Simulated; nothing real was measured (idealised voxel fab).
Proc. module: voxel capacitor over wiring
The width of the displayed cross-section, cut, is 260 nm; its cells are square, with a size of 5 nm.
Cross-section, as written here: a square-cell grid given band by band from the top down, where a band holds one or more rows of cells. Within each band entry, the heights of the top and of the bottom of the band appear first, in that order and in nm; the materials of the band then follow from left to right, each with its corresponding width in nm. The designation "throughout" on a single material indicates that it fills the band from edge to edge; the designation "empty" indicates empty space. Heights are measured from 0, the level below which the as-received wafer is all one material; the lowest band has no bottom and continues downward, written as in "z 0 and below". The two numbers in a width such as "30..40" mark its ends across the band: the first belongs to the top row of cells, the second to the bottom row, and from each row to the next the width moves by the same amount. Reading "nothing got changed" for a step: not a cell of the cross-section changed in it. Entry "Closed void roster". Content: empty spaces with no open connection to the top, size 8 cells or greater. Each: width x height at distance. Distance: from left edge. Unit: nm. On a step's line, text after the settings is the simulator commenting on that step. The "overlay nm" setting may appear on a step's line; for a step that uses a mask, it gives how far to the right of its planned position the mask lay, and a negative value indicates the left.

# So here's the lineup of process steps we planned
1 RECEIVE: material Si
2 CONFORMAL_DEP: material SiO2, thk nm 10
3 DIRECTIONAL_DEP: material TiN, thk nm 5
4 DIRECTIONAL_DEP: material W, thk nm 15
5 MASKED_ETCH: tone cover, mask id METAL_1, width nm 30, pitch nm 100, etch materials W, depth nm 15, overlay nm 0
6 MASKED_ETCH: tone cover, mask id METAL_1, width nm 30, pitch nm 100, etch materials TiN, depth nm 5, overlay nm 0
7 CONFORMAL_DEP: material SiN, thk nm 5
8 FILL_DEP: material lowk, thk nm 10
9 CMP: height nm 30
10 CONFORMAL_DEP: material SiCN, thk nm 5
11 DIRECTIONAL_DEP: material lowk, thk nm 15
12 MASKED_ETCH: tone open, mask id PLUG_1, width nm 15, etch materials lowk, depth nm 15, overlay nm 0
13 MASKED_ETCH: tone open, mask id PLUG_1, width nm 15, etch materials SiCN, depth nm 5, overlay nm 0
14 EPI: material Ru, thk nm 10
15 EPI: material Ru, thk nm 10
16 DIRECTIONAL_DEP: material TiN, thk nm 5
17 DIRECTIONAL_DEP: material HfO2, thk nm 5
18 DIRECTIONAL_DEP: material TiN, thk nm 10
19 DIRECTIONAL_DEP: material aC, thk nm 15
20 PATTERN: tone cover, mask id UPPER_PLATE, material resist, width nm 75, thk nm 35, overlay nm 0
21 DIRECTIONAL_ETCH: etch materials aC, depth nm 15
22 STRIP: etch materials resist
23 DIRECTIONAL_ETCH: etch materials TiN, depth nm 10
24 DIRECTIONAL_ETCH: etch materials HfO2, depth nm 5
25 STRIP: etch materials aC
26 DIRECTIONAL_DEP: material aC, thk nm 15
27 PATTERN: tone cover, mask id LOWER_PLATE, material resist, width nm 85, thk nm 30, overlay nm 0
28 DIRECTIONAL_ETCH: etch materials aC, depth nm 15
29 STRIP: etch materials resist
30 DIRECTIONAL_ETCH: etch materials TiN, depth nm 5
31 STRIP: etch materials aC
32 FILL_DEP: material SiO2, thk nm 15
33 CMP: height nm 80
34 DIRECTIONAL_DEP: material aC, thk nm 10
35 PATTERN: tone open, mask id PLUG_2, material resist, width nm 15, thk nm 25, overlay nm 0
36 DIRECTIONAL_ETCH: etch materials aC, depth nm 10
37 STRIP: etch materials resist
38 DIRECTIONAL_ETCH: etch materials SiO2, depth nm 10
39 STRIP: etch materials aC
40 CONFORMAL_DEP: material TiN, thk nm 5
41 FILL_DEP: material Cu, thk nm 5
42 CMP: height nm 80
43 CONFORMAL_DEP: material SiN, thk nm 5

# Wafer cross-section on receipt, i.e. after step 1
z 0 and below  Si throughout
Closed void roster: none

# Sectioned view, first of two wafers, at the close of the module, processed as intended in the plan
z 85 to 80  SiN throughout
z 80 to 75  SiO2 90 nm, TiN 5 nm, Cu 5 nm, TiN 5 nm, SiO2 155 nm
z 75 to 70  SiO2 90 nm, TiN 15 nm, SiO2 155 nm
z 70 to 60  SiO2 80 nm, TiN 75 nm, SiO2 105 nm
z 60 to 55  SiO2 80 nm, HfO2 75 nm, SiO2 105 nm
z 55 to 50  SiO2 75 nm, TiN 85 nm, SiO2 100 nm
z 50 to 35  lowk 80 nm, Ru 15 nm, lowk 165 nm
z 35 to 30  SiCN 80 nm, Ru 15 nm, SiCN 165 nm
z 30 to 15  lowk 60 nm, SiN 5 nm, W 30 nm, SiN 5 nm, lowk 60 nm, SiN 5 nm, W 30 nm, SiN 5 nm, lowk 60 nm
z 15 to 10  SiN 65 nm, TiN 30 nm, SiN 70 nm, TiN 30 nm, SiN 65 nm
z 10 to 0  SiO2 throughout
z 0 and below  Si throughout
Closed void roster: none

# This cross-section belongs to the second wafer of two at the end of the module; the start and the plan were shared with the first, and the run included one mistake
z 85 to 80  SiN throughout
z 80 to 75  SiO2 90 nm, TiN 5 nm, SiO2 5 nm, TiN 5 nm, SiO2 155 nm
z 75 to 70  SiO2 90 nm, TiN 15 nm, SiO2 155 nm
z 70 to 60  SiO2 80 nm, TiN 75 nm, SiO2 105 nm
z 60 to 55  SiO2 80 nm, HfO2 75 nm, SiO2 105 nm
z 55 to 50  SiO2 75 nm, TiN 85 nm, SiO2 100 nm
z 50 to 35  lowk 80 nm, Ru 15 nm, lowk 165 nm
z 35 to 30  SiCN 80 nm, Ru 15 nm, SiCN 165 nm
z 30 to 15  lowk 60 nm, SiN 5 nm, W 30 nm, SiN 5 nm, lowk 60 nm, SiN 5 nm, W 30 nm, SiN 5 nm, lowk 60 nm
z 15 to 10  SiN 65 nm, TiN 30 nm, SiN 70 nm, TiN 30 nm, SiN 65 nm
z 10 to 0  SiO2 throughout
z 0 and below  Si throughout
Closed void roster: none
What was the processing mistake? step 41 was processed under conditions differing from the plan, specifically as FILL_DEP: material SiO2, thk nm 5
Materials where the second wafer ends with more or fewer cells than the first: -1 Cu | +1 SiO2
